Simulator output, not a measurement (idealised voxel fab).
This is a process module. Its name is voxel gate over fins.
The cross-section shown here is cut; it is 260 nm wide and divided into square cells measuring 5 nm on a side.
If you're reading a cross-section in this doc, picture square cells in a grid; it comes to you as bands, top ones listed first down to the bottom, and a band can be one or more rows of cells. Each band's line starts with the height of the band's top and of its bottom, in nm. Then come its materials from left to right, each with its width in nm. One material with "edge to edge" fills the band from edge to edge. "blank" is empty space. Heights are measured from 0, the level below which the as-received wafer is all one material; the lowest band has no bottom and continues downward, written as in "top 0, no bottom". Note: "30..40" means the width goes from the first number (top row of the band) to the second number (bottom row) in equal steps per row of cells. "identical to before" for a step: no cell of the cross-section changed in that step. Entry "Cavities, sealed" = empty spaces >= 8 cells with no open way to the top; each as width x height at distance, distance from left edge, all nm. Whatever follows a step's settings on its line is a remark the simulator itself makes about that step. A step's line can hold "overlay nm"; with a mask on that step, the setting says how far right of the planned place the mask lay, while a negative setting says it lay to the left.
## Planned process steps
| 1 | RECEIVE with material Si |
| 2 | CONFORMAL_DEP with material SiN, thk nm 10 |
| 3 | DIRECTIONAL_DEP with material aC, thk nm 10 |
| 4 | PATTERN with tone cover, mask id FINS, material resist, width nm 15, pitch nm 40, thk nm 30, overlay nm 0 |
| 5 | DIRECTIONAL_ETCH with etch materials aC, depth nm 10 |
| 6 | STRIP with etch materials resist |
| 7 | DIRECTIONAL_ETCH with etch materials SiN, depth nm 10 |
| 8 | DIRECTIONAL_ETCH with etch materials Si, depth nm 30 |
| 9 | STRIP with etch materials aC |
| 10 | FILL_DEP with material SiO2, thk nm 5 |
| 11 | CMP with height nm 10 |
| 12 | SELECTIVE_ETCH with etch materials SiO2, depth nm 25 |
| 13 | STRIP with etch materials SiN |
| 14 | CONFORMAL_DEP with material HfO2, thk nm 5 |
| 15 | CONFORMAL_DEP with material TiN, thk nm 5 |
| 16 | CONFORMAL_DEP with material TiAl, thk nm 5 |
| 17 | CONFORMAL_DEP with material TiN, thk nm 5 |
| 18 | FILL_DEP with material W, thk nm 10 |
| 19 | CMP with height nm 25 |
| 20 | CONFORMAL_DEP with material SiCN, thk nm 10 |
## Cross-section of the wafer at receipt, which is the condition after step 1
* top 0, no bottom  Si edge to edge
* Cavities, sealed: none
## Final wafer profile in cross-section after the module, from the same start and plan as above, with one mistake made during processing
* top 35, bottom 25  SiCN edge to edge
* top 25, bottom 20  W edge to edge
* top 20, bottom 15  W (80)  TiN (95)  W (85)
* top 15, bottom 10  W (80)  TiN (5)  TiAl (85)  TiN (5)  W (85)
* top 10, bottom 5  W (80)  TiN (5)  TiAl (5)  HfO2 (35)  TiAl (5)  HfO2 (35)  TiAl (5)  TiN (5)  W (85)
* top 5, bottom 0  TiN (85)  TiAl (5)  HfO2 (5)  TiN (25)  HfO2 (5)  TiAl (5)  HfO2 (5)  TiN (25)  HfO2 (5)  TiAl (5)  TiN (90)
* top 0, bottom -5  TiAl (90)  HfO2 (5)  TiN (5)  Si (15)  TiN (5)  HfO2 (5)  TiAl (5)  HfO2 (5)  TiN (5)  Si (15)  TiN (5)  HfO2 (5)  TiAl (95)
* top -5, bottom -10  HfO2 (95)  TiN (5)  Si (15)  TiN (5)  HfO2 (15)  TiN (5)  Si (15)  TiN (5)  HfO2 (100)
* top -10, bottom -15  TiN (100)  Si (15)  TiN (25)  Si (15)  TiN (105)
* top -15, bottom -30  SiO2 (100)  Si (15)  SiO2 (25)  Si (15)  SiO2 (105)
* top -30, no bottom  Si edge to edge
* Cavities, sealed: none
In executing the process, a mistake was made relative to the plan: plan vs actual: 14 and 15 interchanged
